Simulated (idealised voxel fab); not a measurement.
process module | voxel spacer lines
Section cut is 175 nm wide and gridded with 5 nm square cells.
Cross-section, as written here: a square-cell grid given band by band from the top down, where a band holds one or more rows of cells. First you get the band's top height and its bottom height, in nm, and then the materials it's made of, left to right, with each width in nm. If you see a single material with "everywhere", that one covers the band edge to edge. "air" is empty space. Measure heights from 0. That's the level where, below it, the as-received wafer is all one material. The lowest band is bottomless and extends downward; write it as in "0..down". With a width like "30..40", each row of cells in the band differs from the next by the same amount, the top row carrying the first number and the bottom row the second. Step note "identical to before" = no cross-section cell changed. Any empty space of 8 cells or more lacking an open way to the top shows up in "Closed internal cavities" as width x height at distance, distance from the left edge, in nm. Where a step's line continues beyond its settings, the continuation is a remark by the simulator itself on that step. overlay nm: step with mask; distance mask lay right of planned place; negative value = left of planned place. From here on the document is pairs. In a pair, the cross-section before one process step comes with the cross-section after it, and the latter goes no deeper than the lowest band that changed. What lies in between, the step and its settings, is written under the pair. A pair may be from a different run of this module on the same starting wafer than the pair above it, so it continues from that pair only where its entry headed "State before" says so.

## State before
- 0..down = Si everywhere
- Closed internal cavities: none

## Structure After Step
- 5..0 = Al2O3 everywhere
- Below a height of 0, the structure has not been altered.
- Closed internal cavities: none
Looking at the two cross-sections above, the step in the middle is CONFORMAL_DEP, material Al2O3, thk nm 5

State before: = after-state of the pair above.

## Structure After Step
- 20..5 = SiN everywhere
- Below a height of 5, the structure has not been altered.
- Closed internal cavities: none
Looking at the two cross-sections above, the step in the middle is DIRECTIONAL_DEP, material SiN, thk nm 15

State before: = after-state of the pair above.

## Structure After Step
- 45..20 = aC everywhere
- Below a height of 20, the structure has not been altered.
- Closed internal cavities: none
Looking at the two cross-sections above, the step in the middle is DIRECTIONAL_DEP, material aC, thk nm 25

State before: = after-state of the pair above.

## Structure After Step
- 75..45 = air (30), then resist (15), then air (35), then resist (15), then air (35), then resist (15), then air (30)
- Below a height of 45, the structure has not been altered.
- Closed internal cavities: none
Looking at the two cross-sections above, the step in the middle is PATTERN, tone cover, mask id MANDREL, material resist, width nm 15, pitch nm 50, thk nm 30, overlay nm 0

State before: = after-state of the pair above.

## Structure After Step
- 50..45 = air (30), then resist (15), then air (35), then resist (15), then air (35), then resist (15), then air (30)
- 45..20 = air (30), then aC (15), then air (35), then aC (15), then air (35), then aC (15), then air (30)
- Below a height of 20, the structure has not been altered.
- Closed internal cavities: none
Looking at the two cross-sections above, the step in the middle is DIRECTIONAL_ETCH, etch materials aC, depth nm 25

State before: = after-state of the pair above.

## Structure After Step
- 45..20 = air (30), then aC (15), then air (35), then aC (15), then air (35), then aC (15), then air (30)
- Below a height of 20, the structure has not been altered.
- Closed internal cavities: none
Looking at the two cross-sections above, the step in the middle is STRIP, etch materials resist

State before: = after-state of the pair above.

## Structure After Step
- 55..45 = air (20), then SiO2 (35), then air (15), then SiO2 (35), then air (15), then SiO2 (35), then air (20)
- 45..30 = air (20), then SiO2 (10), then aC (15), then SiO2 (10), then air (15), then SiO2 (10), then aC (15), then SiO2 (10), then air (15), then SiO2 (10), then aC (15), then SiO2 (10), then air (20)
- 30..20 = SiO2 (30), then aC (15), then SiO2 (35), then aC (15), then SiO2 (35), then aC (15), then SiO2 (30)
- Below a height of 20, the structure has not been altered.
- Closed internal cavities: none
Looking at the two cross-sections above, the step in the middle is CONFORMAL_DEP, material SiO2, thk nm 10

State before: = after-state of the pair above.

## Structure After Step
- 45..20 = air (20), then SiO2 (10), then aC (15), then SiO2 (10), then air (15), then SiO2 (10), then aC (15), then SiO2 (10), then air (15), then SiO2 (10), then aC (15), then SiO2 (10), then air (20)
- Below a height of 20, the structure has not been altered.
- Closed internal cavities: none
Looking at the two cross-sections above, the step in the middle is DIRECTIONAL_ETCH, etch materials SiO2, depth nm 10

State before: = after-state of the pair above.

## Structure After Step
- 45..20 = air (20), then SiO2 (10), then air (15), then SiO2 (10), then air (15), then SiO2 (10), then air (15), then SiO2 (10), then air (15), then SiO2 (10), then air (15), then SiO2 (10), then air (20)
- Below a height of 20, the structure has not been altered.
- Closed internal cavities: none
Looking at the two cross-sections above, the step in the middle is STRIP, etch materials aC

State before: = after-state of the pair above.

## Structure After Step
- 45..20 = air (20), then SiO2 (10), then air (15), then SiO2 (10), then air (15), then SiO2 (10), then air (15), then SiO2 (10), then air (15), then SiO2 (10), then air (15), then SiO2 (10), then air (20)
- 20..5 = air (20), then SiN (10), then air (15), then SiN (10), then air (15), then SiN (10), then air (15), then SiN (10), then air (15), then SiN (10), then air (15), then SiN (10), then air (20)
- Below a height of 5, the structure has not been altered.
- Closed internal cavities: none
Looking at the two cross-sections above, the step in the middle is DIRECTIONAL_ETCH, etch materials SiN, depth nm 15

State before: = after-state of the pair above.

## Structure After Step
- 20..5 = air (20), then SiN (10), then air (15), then SiN (10), then air (15), then SiN (10), then air (15), then SiN (10), then air (15), then SiN (10), then air (15), then SiN (10), then air (20)
- Below a height of 5, the structure has not been altered.
- Closed internal cavities: none
Looking at the two cross-sections above, the step in the middle is STRIP, etch materials SiO2

## State before
- 0..down = Si everywhere
- Closed internal cavities: none

## Structure After Step
- 15..0 = SiN everywhere
- Below a height of 0, the structure has not been altered.
- Closed internal cavities: none
Looking at the two cross-sections above, the step in the middle is DIRECTIONAL_DEP, material SiN, thk nm 15

State before: = after-state of the pair above.

## Structure After Step
- 40..15 = aC everywhere
- Below a height of 15, the structure has not been altered.
- Closed internal cavities: none
Looking at the two cross-sections above, the step in the middle is DIRECTIONAL_DEP, material aC, thk nm 25

State before: = after-state of the pair above.

## Structure After Step
- 70..40 = air (30), then resist (15), then air (35), then resist (15), then air (35), then resist (15), then air (30)
- Below a height of 40, the structure has not been altered.
- Closed internal cavities: none
Looking at the two cross-sections above, the step in the middle is PATTERN, tone cover, mask id MANDREL, material resist, width nm 15, pitch nm 50, thk nm 30, overlay nm 0

State before: = after-state of the pair above.

## Structure After Step
- 45..40 = air (30), then resist (15), then air (35), then resist (15), then air (35), then resist (15), then air (30)
- 40..15 = air (30), then aC (15), then air (35), then aC (15), then air (35), then aC (15), then air (30)
- Below a height of 15, the structure has not been altered.
- Closed internal cavities: none
Looking at the two cross-sections above, the step in the middle is DIRECTIONAL_ETCH, etch materials aC, depth nm 25

State before: = after-state of the pair above.

## Structure After Step
- 40..15 = air (30), then aC (15), then air (35), then aC (15), then air (35), then aC (15), then air (30)
- Below a height of 15, the structure has not been altered.
- Closed internal cavities: none
Looking at the two cross-sections above, the step in the middle is STRIP, etch materials resist

State before: = after-state of the pair above.

## Structure After Step
- 50..40 = air (20), then SiO2 (35), then air (15), then SiO2 (35), then air (15), then SiO2 (35), then air (20)
- 40..25 = air (20), then SiO2 (10), then aC (15), then SiO2 (10), then air (15), then SiO2 (10), then aC (15), then SiO2 (10), then air (15), then SiO2 (10), then aC (15), then SiO2 (10), then air (20)
- 25..15 = SiO2 (30), then aC (15), then SiO2 (35), then aC (15), then SiO2 (35), then aC (15), then SiO2 (30)
- Below a height of 15, the structure has not been altered.
- Closed internal cavities: none
Looking at the two cross-sections above, the step in the middle is CONFORMAL_DEP, material SiO2, thk nm 10

State before: = after-state of the pair above.

## Structure After Step
- 40..15 = air (20), then SiO2 (10), then aC (15), then SiO2 (10), then air (15), then SiO2 (10), then aC (15), then SiO2 (10), then air (15), then SiO2 (10), then aC (15), then SiO2 (10), then air (20)
- Below a height of 15, the structure has not been altered.
- Closed internal cavities: none
Looking at the two cross-sections above, the step in the middle is DIRECTIONAL_ETCH, etch materials SiO2, depth nm 10

State before: = after-state of the pair above.

## Structure After Step
- 40..15 = air (20), then SiO2 (10), then air (15), then SiO2 (10), then air (15), then SiO2 (10), then air (15), then SiO2 (10), then air (15), then SiO2 (10), then air (15), then SiO2 (10), then air (20)
- Below a height of 15, the structure has not been altered.
- Closed internal cavities: none
Looking at the two cross-sections above, the step in the middle is STRIP, etch materials aC

State before: = after-state of the pair above.

## Structure After Step
- 40..15 = air (20), then SiO2 (10), then air (15), then SiO2 (10), then air (15), then SiO2 (10), then air (15), then SiO2 (10), then air (15), then SiO2 (10), then air (15), then SiO2 (10), then air (20)
- 15..0 = air (20), then SiN (10), then air (15), then SiN (10), then air (15), then SiN (10), then air (15), then SiN (10), then air (15), then SiN (10), then air (15), then SiN (10), then air (20)
- Below a height of 0, the structure has not been altered.
- Closed internal cavities: none
Looking at the two cross-sections above, the step in the middle is DIRECTIONAL_ETCH, etch materials SiN, depth nm 15

State before: = after-state of the pair above.

## Structure After Step
- 15..0 = air (20), then SiN (10), then air (15), then SiN (10), then air (15), then SiN (10), then air (15), then SiN (10), then air (15), then SiN (10), then air (15), then SiN (10), then air (20)
- Below a height of 0, the structure has not been altered.
- Closed internal cavities: none
Looking at the two cross-sections above, the step in the middle is STRIP, etch materials SiO2

## State before
- 20..5 = SiN everywhere
- 5..0 = Al2O3 everywhere
- 0..down = Si everywhere
- Closed internal cavities: none

## Structure After Step
- 35..5 = SiN everywhere
- Below a height of 5, the structure has not been altered.
- Closed internal cavities: none
Looking at the two cross-sections above, the step in the middle is DIRECTIONAL_DEP, material SiN, thk nm 15

State before: = after-state of the pair above.

## Structure After Step
- 60..35 = aC everywhere
- Below a height of 35, the structure has not been altered.
- Closed internal cavities: none
Looking at the two cross-sections above, the step in the middle is DIRECTIONAL_DEP, material aC, thk nm 25

State before: = after-state of the pair above.

## Structure After Step
- 90..60 = air (30), then resist (15), then air (35), then resist (15), then air (35), then resist (15), then air (30)
- Below a height of 60, the structure has not been altered.
- Closed internal cavities: none
Looking at the two cross-sections above, the step in the middle is PATTERN, tone cover, mask id MANDREL, material resist, width nm 15, pitch nm 50, thk nm 30, overlay nm 0

State before: = after-state of the pair above.

## Structure After Step
- 65..60 = air (30), then resist (15), then air (35), then resist (15), then air (35), then resist (15), then air (30)
- 60..35 = air (30), then aC (15), then air (35), then aC (15), then air (35), then aC (15), then air (30)
- Below a height of 35, the structure has not been altered.
- Closed internal cavities: none
Looking at the two cross-sections above, the step in the middle is DIRECTIONAL_ETCH, etch materials aC, depth nm 25

State before: = after-state of the pair above.

## Structure After Step
- 60..35 = air (30), then aC (15), then air (35), then aC (15), then air (35), then aC (15), then air (30)
- Below a height of 35, the structure has not been altered.
- Closed internal cavities: none
Looking at the two cross-sections above, the step in the middle is STRIP, etch materials resist

State before: = after-state of the pair above.

## Structure After Step
- 70..60 = air (20), then SiO2 (35), then air (15), then SiO2 (35), then air (15), then SiO2 (35), then air (20)
- 60..45 = air (20), then SiO2 (10), then aC (15), then SiO2 (10), then air (15), then SiO2 (10), then aC (15), then SiO2 (10), then air (15), then SiO2 (10), then aC (15), then SiO2 (10), then air (20)
- 45..35 = SiO2 (30), then aC (15), then SiO2 (35), then aC (15), then SiO2 (35), then aC (15), then SiO2 (30)
- Below a height of 35, the structure has not been altered.
- Closed internal cavities: none
Looking at the two cross-sections above, the step in the middle is CONFORMAL_DEP, material SiO2, thk nm 10

State before: = after-state of the pair above.

## Structure After Step
- 60..35 = air (20), then SiO2 (10), then aC (15), then SiO2 (10), then air (15), then SiO2 (10), then aC (15), then SiO2 (10), then air (15), then SiO2 (10), then aC (15), then SiO2 (10), then air (20)
- Below a height of 35, the structure has not been altered.
- Closed internal cavities: none
Looking at the two cross-sections above, the step in the middle is DIRECTIONAL_ETCH, etch materials SiO2, depth nm 10

State before: = after-state of the pair above.

## Structure After Step
- 60..35 = air (20), then SiO2 (10), then air (15), then SiO2 (10), then air (15), then SiO2 (10), then air (15), then SiO2 (10), then air (15), then SiO2 (10), then air (15), then SiO2 (10), then air (20)
- Below a height of 35, the structure has not been altered.
- Closed internal cavities: none
Looking at the two cross-sections above, the step in the middle is STRIP, etch materials aC

State before: = after-state of the pair above.

## Structure After Step
- 60..35 = air (20), then SiO2 (10), then air (15), then SiO2 (10), then air (15), then SiO2 (10), then air (15), then SiO2 (10), then air (15), then SiO2 (10), then air (15), then SiO2 (10), then air (20)
- 35..20 = air (20), then SiN (10), then air (15), then SiN (10), then air (15), then SiN (10), then air (15), then SiN (10), then air (15), then SiN (10), then air (15), then SiN (10), then air (20)
- Below a height of 20, the structure has not been altered.
- Closed internal cavities: none
Looking at the two cross-sections above, the step in the middle is DIRECTIONAL_ETCH, etch materials SiN, depth nm 15

State before: = after-state of the pair above.

## Structure After Step
- 35..20 = air (20), then SiN (10), then air (15), then SiN (10), then air (15), then SiN (10), then air (15), then SiN (10), then air (15), then SiN (10), then air (15), then SiN (10), then air (20)
- Below a height of 20, the structure has not been altered.
- Closed internal cavities: none
Looking at the two cross-sections above, the step in the middle is STRIP, etch materials SiO2

## State before
- 45..20 = air (20), then SiO2 (10), then aC (15), then SiO2 (10), then air (15), then SiO2 (10), then aC (15), then SiO2 (10), then air (15), then SiO2 (10), then aC (15), then SiO2 (10), then air (20)
- 20..5 = SiN everywhere
- 5..0 = Al2O3 everywhere
- 0..down = Si everywhere
- Closed internal cavities: none

## Structure After Step
- 45..20 = air (20), then SiO2 (10), then aC (15), then SiO2 (10), then air (15), then SiO2 (10), then aC (15), then SiO2 (10), then air (15), then SiO2 (10), then aC (15), then SiO2 (10), then air (20)
- 20..5 = air (20), then SiN (35), then air (15), then SiN (35), then air (15), then SiN (35), then air (20)
- Below a height of 5, the structure has not been altered.
- Closed internal cavities: none
Looking at the two cross-sections above, the step in the middle is DIRECTIONAL_ETCH, etch materials SiN, depth nm 15

State before: = after-state of the pair above.

## Structure After Step
- 45..20 = air (20), then SiO2 (10), then air (15), then SiO2 (10), then air (15), then SiO2 (10), then air (15), then SiO2 (10), then air (15), then SiO2 (10), then air (15), then SiO2 (10), then air (20)
- Below a height of 20, the structure has not been altered.
- Closed internal cavities: none
Looking at the two cross-sections above, the step in the middle is STRIP, etch materials aC

State before: = after-state of the pair above.

## Structure After Step
- 20..5 = air (20), then SiN (35), then air (15), then SiN (35), then air (15), then SiN (35), then air (20)
- Below a height of 5, the structure has not been altered.
- Closed internal cavities: none
Looking at the two cross-sections above, the step in the middle is STRIP, etch materials SiO2

## State before
- 5..0 = Al2O3 everywhere
- 0..down = Si everywhere
- Closed internal cavities: none

## Structure After Step
- 10..5 = SiN everywhere
- Below a height of 5, the structure has not been altered.
- Closed internal cavities: none
Looking at the two cross-sections above, the step in the middle is DIRECTIONAL_DEP, material SiN, thk nm 5

State before: = after-state of the pair above.

## Structure After Step
- 35..10 = aC everywhere
- Below a height of 10, the structure has not been altered.
- Closed internal cavities: none
Looking at the two cross-sections above, the step in the middle is DIRECTIONAL_DEP, material aC, thk nm 25

State before: = after-state of the pair above.

## Structure After Step
- 65..35 = air (30), then resist (15), then air (35), then resist (15), then air (35), then resist (15), then air (30)
- Below a height of 35, the structure has not been altered.
- Closed internal cavities: none
Looking at the two cross-sections above, the step in the middle is PATTERN, tone cover, mask id MANDREL, material resist, width nm 15, pitch nm 50, thk nm 30, overlay nm 0

State before: = after-state of the pair above.

## Structure After Step
- 40..35 = air (30), then resist (15), then air (35), then resist (15), then air (35), then resist (15), then air (30)
- 35..10 = air (30), then aC (15), then air (35), then aC (15), then air (35), then aC (15), then air (30)
- Below a height of 10, the structure has not been altered.
- Closed internal cavities: none
Looking at the two cross-sections above, the step in the middle is DIRECTIONAL_ETCH, etch materials aC, depth nm 25

State before: = after-state of the pair above.

## Structure After Step
- 35..10 = air (30), then aC (15), then air (35), then aC (15), then air (35), then aC (15), then air (30)
- Below a height of 10, the structure has not been altered.
- Closed internal cavities: none
Looking at the two cross-sections above, the step in the middle is STRIP, etch materials resist

State before: = after-state of the pair above.

## Structure After Step
- 45..35 = air (20), then SiO2 (35), then air (15), then SiO2 (35), then air (15), then SiO2 (35), then air (20)
- 35..20 = air (20), then SiO2 (10), then aC (15), then SiO2 (10), then air (15), then SiO2 (10), then aC (15), then SiO2 (10), then air (15), then SiO2 (10), then aC (15), then SiO2 (10), then air (20)
- 20..10 = SiO2 (30), then aC (15), then SiO2 (35), then aC (15), then SiO2 (35), then aC (15), then SiO2 (30)
- Below a height of 10, the structure has not been altered.
- Closed internal cavities: none
Looking at the two cross-sections above, the step in the middle is CONFORMAL_DEP, material SiO2, thk nm 10

State before: = after-state of the pair above.

## Structure After Step
- 35..10 = air (20), then SiO2 (10), then aC (15), then SiO2 (10), then air (15), then SiO2 (10), then aC (15), then SiO2 (10), then air (15), then SiO2 (10), then aC (15), then SiO2 (10), then air (20)
- Below a height of 10, the structure has not been altered.
- Closed internal cavities: none
Looking at the two cross-sections above, the step in the middle is DIRECTIONAL_ETCH, etch materials SiO2, depth nm 10

State before: = after-state of the pair above.

## Structure After Step
- 35..10 = air (20), then SiO2 (10), then air (15), then SiO2 (10), then air (15), then SiO2 (10), then air (15), then SiO2 (10), then air (15), then SiO2 (10), then air (15), then SiO2 (10), then air (20)
- Below a height of 10, the structure has not been altered.
- Closed internal cavities: none
Looking at the two cross-sections above, the step in the middle is STRIP, etch materials aC

State before: = after-state of the pair above.

## Structure After Step
- 35..10 = air (20), then SiO2 (10), then air (15), then SiO2 (10), then air (15), then SiO2 (10), then air (15), then SiO2 (10), then air (15), then SiO2 (10), then air (15), then SiO2 (10), then air (20)
- 10..5 = air (20), then SiN (10), then air (15), then SiN (10), then air (15), then SiN (10), then air (15), then SiN (10), then air (15), then SiN (10), then air (15), then SiN (10), then air (20)
- Below a height of 5, the structure has not been altered.
- Closed internal cavities: none
Looking at the two cross-sections above, the step in the middle is DIRECTIONAL_ETCH, etch materials SiN, depth nm 15

State before: = after-state of the pair above.

## Structure After Step
- 10..5 = air (20), then SiN (10), then air (15), then SiN (10), then air (15), then SiN (10), then air (15), then SiN (10), then air (15), then SiN (10), then air (15), then SiN (10), then air (20)
- Below a height of 5, the structure has not been altered.
- Closed internal cavities: none
Looking at the two cross-sections above, the step in the middle is STRIP, etch materials SiO2

## State before
- 45..20 = aC everywhere
- 20..5 = SiN everywhere
- 5..0 = Al2O3 everywhere
- 0..down = Si everywhere
- Closed internal cavities: none

## Structure After Step
- 75..45 = air (25), then resist (25), then air (25), then resist (25), then air (25), then resist (25), then air (25)
- Below a height of 45, the structure has not been altered.
- Closed internal cavities: none
Looking at the two cross-sections above, the step in the middle is PATTERN, tone cover, mask id MANDREL, material resist, width nm 25, pitch nm 50, thk nm 30, overlay nm 0

State before: = after-state of the pair above.

## Structure After Step
- 50..45 = air (25), then resist (25), then air (25), then resist (25), then air (25), then resist (25), then air (25)
- 45..20 = air (25), then aC (25), then air (25), then aC (25), then air (25), then aC (25), then air (25)
- Below a height of 20, the structure has not been altered.
- Closed internal cavities: none
Looking at the two cross-sections above, the step in the middle is DIRECTIONAL_ETCH, etch materials aC, depth nm 25

State before: = after-state of the pair above.

## Structure After Step
- 45..20 = air (25), then aC (25), then air (25), then aC (25), then air (25), then aC (25), then air (25)
- Below a height of 20, the structure has not been altered.
- Closed internal cavities: none
Looking at the two cross-sections above, the step in the middle is STRIP, etch materials resist

State before: = after-state of the pair above.

## Structure After Step
- 55..45 = air (15), then SiO2 (45), then air (5), then SiO2 (45), then air (5), then SiO2 (45), then air (15)
- 45..30 = air (15), then SiO2 (10), then aC (25), then SiO2 (10), then air (5), then SiO2 (10), then aC (25), then SiO2 (10), then air (5), then SiO2 (10), then aC (25), then SiO2 (10), then air (15)
- 30..20 = SiO2 (25), then aC (25), then SiO2 (25), then aC (25), then SiO2 (25), then aC (25), then SiO2 (25)
- Below a height of 20, the structure has not been altered.
- Closed internal cavities: none
Looking at the two cross-sections above, the step in the middle is CONFORMAL_DEP, material SiO2, thk nm 10

State before: = after-state of the pair above.

## Structure After Step
- 45..20 = air (15), then SiO2 (10), then aC (25), then SiO2 (10), then air (5), then SiO2 (10), then aC (25), then SiO2 (10), then air (5), then SiO2 (10), then aC (25), then SiO2 (10), then air (15)
- Below a height of 20, the structure has not been altered.
- Closed internal cavities: none
Looking at the two cross-sections above, the step in the middle is DIRECTIONAL_ETCH, etch materials SiO2, depth nm 10

State before: = after-state of the pair above.

## Structure After Step
- 45..20 = air (15), then SiO2 (10), then air (25), then SiO2 (10), then air (5), then SiO2 (10), then air (25), then SiO2 (10), then air (5), then SiO2 (10), then air (25), then SiO2 (10), then air (15)
- Below a height of 20, the structure has not been altered.
- Closed internal cavities: none
Looking at the two cross-sections above, the step in the middle is STRIP, etch materials aC

State before: = after-state of the pair above.

## Structure After Step
- 45..20 = air (15), then SiO2 (10), then air (25), then SiO2 (10), then air (5), then SiO2 (10), then air (25), then SiO2 (10), then air (5), then SiO2 (10), then air (25), then SiO2 (10), then air (15)
- 20..5 = air (15), then SiN (10), then air (25), then SiN (10), then air (5), then SiN (10), then air (25), then SiN (10), then air (5), then SiN (10), then air (25), then SiN (10), then air (15)
- Below a height of 5, the structure has not been altered.
- Closed internal cavities: none
Looking at the two cross-sections above, the step in the middle is DIRECTIONAL_ETCH, etch materials SiN, depth nm 15

State before: = after-state of the pair above.

## Structure After Step
- 20..5 = air (15), then SiN (10), then air (25), then SiN (10), then air (5), then SiN (10), then air (25), then SiN (10), then air (5), then SiN (10), then air (25), then SiN (10), then air (15)
- Below a height of 5, the structure has not been altered.
- Closed internal cavities: none
Looking at the two cross-sections above, the step in the middle is STRIP, etch materials SiO2

## State before
- 45..20 = aC everywhere
- 20..5 = SiN everywhere
- 5..0 = Al2O3 everywhere
- 0..down = Si everywhere
- Closed internal cavities: none

## Structure After Step
- 75..45 = air (40), then resist (15), then air (35), then resist (15), then air (35), then resist (15), then air (20)
- Below a height of 45, the structure has not been altered.
- Closed internal cavities: none
Looking at the two cross-sections above, the step in the middle is PATTERN, tone cover, mask id MANDREL, material resist, width nm 15, pitch nm 50, thk nm 30, overlay nm 10

State before: = after-state of the pair above.

## Structure After Step
- 50..45 = air (40), then resist (15), then air (35), then resist (15), then air (35), then resist (15), then air (20)
- 45..20 = air (40), then aC (15), then air (35), then aC (15), then air (35), then aC (15), then air (20)
- Below a height of 20, the structure has not been altered.
- Closed internal cavities: none
Looking at the two cross-sections above, the step in the middle is DIRECTIONAL_ETCH, etch materials aC, depth nm 25

State before: = after-state of the pair above.

## Structure After Step
- 45..20 = air (40), then aC (15), then air (35), then aC (15), then air (35), then aC (15), then air (20)
- Below a height of 20, the structure has not been altered.
- Closed internal cavities: none
Looking at the two cross-sections above, the step in the middle is STRIP, etch materials resist

State before: = after-state of the pair above.

## Structure After Step
- 55..45 = air (30), then SiO2 (35), then air (15), then SiO2 (35), then air (15), then SiO2 (35), then air (10)
- 45..30 = air (30), then SiO2 (10), then aC (15), then SiO2 (10), then air (15), then SiO2 (10), then aC (15), then SiO2 (10), then air (15), then SiO2 (10), then aC (15), then SiO2 (10), then air (10)
- 30..20 = SiO2 (40), then aC (15), then SiO2 (35), then aC (15), then SiO2 (35), then aC (15), then SiO2 (20)
- Below a height of 20, the structure has not been altered.
- Closed internal cavities: none
Looking at the two cross-sections above, the step in the middle is CONFORMAL_DEP, material SiO2, thk nm 10

State before: = after-state of the pair above.

## Structure After Step
- 45..20 = air (30), then SiO2 (10), then aC (15), then SiO2 (10), then air (15), then SiO2 (10), then aC (15), then SiO2 (10), then air (15), then SiO2 (10), then aC (15), then SiO2 (10), then air (10)
- Below a height of 20, the structure has not been altered.
- Closed internal cavities: none
Looking at the two cross-sections above, the step in the middle is DIRECTIONAL_ETCH, etch materials SiO2, depth nm 10

State before: = after-state of the pair above.

## Structure After Step
- 45..20 = air (30), then SiO2 (10), then air (15), then SiO2 (10), then air (15), then SiO2 (10), then air (15), then SiO2 (10), then air (15), then SiO2 (10), then air (15), then SiO2 (10), then air (10)
- Below a height of 20, the structure has not been altered.
- Closed internal cavities: none
Looking at the two cross-sections above, the step in the middle is STRIP, etch materials aC

State before: = after-state of the pair above.

## Structure After Step
- 45..20 = air (30), then SiO2 (10), then air (15), then SiO2 (10), then air (15), then SiO2 (10), then air (15), then SiO2 (10), then air (15), then SiO2 (10), then air (15), then SiO2 (10), then air (10)
- 20..5 = air (30), then SiN (10), then air (15), then SiN (10), then air (15), then SiN (10), then air (15), then SiN (10), then air (15), then SiN (10), then air (15), then SiN (10), then air (10)
- Below a height of 5, the structure has not been altered.
- Closed internal cavities: none
Looking at the two cross-sections above, the step in the middle is DIRECTIONAL_ETCH, etch materials SiN, depth nm 15

State before: = after-state of the pair above.

## Structure After Step
- 20..5 = air (30), then SiN (10), then air (15), then SiN (10), then air (15), then SiN (10), then air (15), then SiN (10), then air (15), then SiN (10), then air (15), then SiN (10), then air (10)
- Below a height of 5, the structure has not been altered.
- Closed internal cavities: none
Looking at the two cross-sections above, the step in the middle is STRIP, etch materials SiO2

## State before
- 20..5 = SiN everywhere
- 5..0 = Al2O3 everywhere
- 0..down = Si everywhere
- Closed internal cavities: none

## Structure After Step
- 45..20 = Al2O3 everywhere
- Below a height of 20, the structure has not been altered.
- Closed internal cavities: none
Looking at the two cross-sections above, the step in the middle is DIRECTIONAL_DEP, material Al2O3, thk nm 25

State before: = after-state of the pair above.

## Structure After Step
- 75..45 = air (30), then resist (15), then air (35), then resist (15), then air (35), then resist (15), then air (30)
- Below a height of 45, the structure has not been altered.
- Closed internal cavities: none
Looking at the two cross-sections above, the step in the middle is PATTERN, tone cover, mask id MANDREL, material resist, width nm 15, pitch nm 50, thk nm 30, overlay nm 0

State before: = after-state of the pair above.

## Structure After Step
- 50..45 = air (30), then resist (15), then air (35), then resist (15), then air (35), then resist (15), then air (30)
- Below a height of 45, the structure has not been altered.
- Closed internal cavities: none
Looking at the two cross-sections above, the step in the middle is DIRECTIONAL_ETCH, etch materials aC, depth nm 25

State before: = after-state of the pair above.

## Structure After Step
- 45..20 = Al2O3 everywhere
- Below a height of 20, the structure has not been altered.
- Closed internal cavities: none
Looking at the two cross-sections above, the step in the middle is STRIP, etch materials resist

State before: = after-state of the pair above.

## Structure After Step
- 55..45 = SiO2 everywhere
- Below a height of 45, the structure has not been altered.
- Closed internal cavities: none
Looking at the two cross-sections above, the step in the middle is CONFORMAL_DEP, material SiO2, thk nm 10

State before: = after-state of the pair above.

## Structure After Step
- 45..20 = Al2O3 everywhere
- Below a height of 20, the structure has not been altered.
- Closed internal cavities: none
Looking at the two cross-sections above, the step in the middle is DIRECTIONAL_ETCH, etch materials SiO2, depth nm 10

## State before
- 45..20 = aC everywhere
- 20..5 = SiN everywhere
- 5..0 = Al2O3 everywhere
- 0..down = Si everywhere
- Closed internal cavities: none

## Structure After Step
- 75..45 = resist (30), then air (15), then resist (35), then air (15), then resist (35), then air (15), then resist (30)
- Below a height of 45, the structure has not been altered.
- Closed internal cavities: none
Looking at the two cross-sections above, the step in the middle is PATTERN, tone open, mask id MANDREL, material resist, width nm 15, pitch nm 50, thk nm 30, overlay nm 0

State before: = after-state of the pair above.

## Structure After Step
- 50..45 = resist (30), then air (15), then resist (35), then air (15), then resist (35), then air (15), then resist (30)
- 45..20 = aC (30), then air (15), then aC (35), then air (15), then aC (35), then air (15), then aC (30)
- Below a height of 20, the structure has not been altered.
- Closed internal cavities: none
Looking at the two cross-sections above, the step in the middle is DIRECTIONAL_ETCH, etch materials aC, depth nm 25

State before: = after-state of the pair above.

## Structure After Step
- 45..20 = aC (30), then air (15), then aC (35), then air (15), then aC (35), then air (15), then aC (30)
- Below a height of 20, the structure has not been altered.
- Closed internal cavities: none
Looking at the two cross-sections above, the step in the middle is STRIP, etch materials resist

State before: = after-state of the pair above.

## Structure After Step
- 55..45 = SiO2 everywhere
- 45..20 = aC (30), then SiO2 (15), then aC (35), then SiO2 (15), then aC (35), then SiO2 (15), then aC (30)
- Below a height of 20, the structure has not been altered.
- Closed internal cavities: none
Looking at the two cross-sections above, the step in the middle is CONFORMAL_DEP, material SiO2, thk nm 10

State before: = after-state of the pair above.

## Structure After Step
- 45..20 = aC (30), then SiO2 (15), then aC (35), then SiO2 (15), then aC (35), then SiO2 (15), then aC (30)
- Below a height of 20, the structure has not been altered.
- Closed internal cavities: none
Looking at the two cross-sections above, the step in the middle is DIRECTIONAL_ETCH, etch materials SiO2, depth nm 10

State before: = after-state of the pair above.

## Structure After Step
- 45..20 = air (30), then SiO2 (15), then air (35), then SiO2 (15), then air (35), then SiO2 (15), then air (30)
- Below a height of 20, the structure has not been altered.
- Closed internal cavities: none
Looking at the two cross-sections above, the step in the middle is STRIP, etch materials aC

State before: = after-state of the pair above.

## Structure After Step
- 45..20 = air (30), then SiO2 (15), then air (35), then SiO2 (15), then air (35), then SiO2 (15), then air (30)
- 20..5 = air (30), then SiN (15), then air (35), then SiN (15), then air (35), then SiN (15), then air (30)
- Below a height of 5, the structure has not been altered.
- Closed internal cavities: none
Looking at the two cross-sections above, the step in the middle is DIRECTIONAL_ETCH, etch materials SiN, depth nm 15

State before: = after-state of the pair above.

## Structure After Step
- 20..5 = air (30), then SiN (15), then air (35), then SiN (15), then air (35), then SiN (15), then air (30)
- Below a height of 5, the structure has not been altered.
- Closed internal cavities: none
Looking at the two cross-sections above, the step in the middle is STRIP, etch materials SiO2
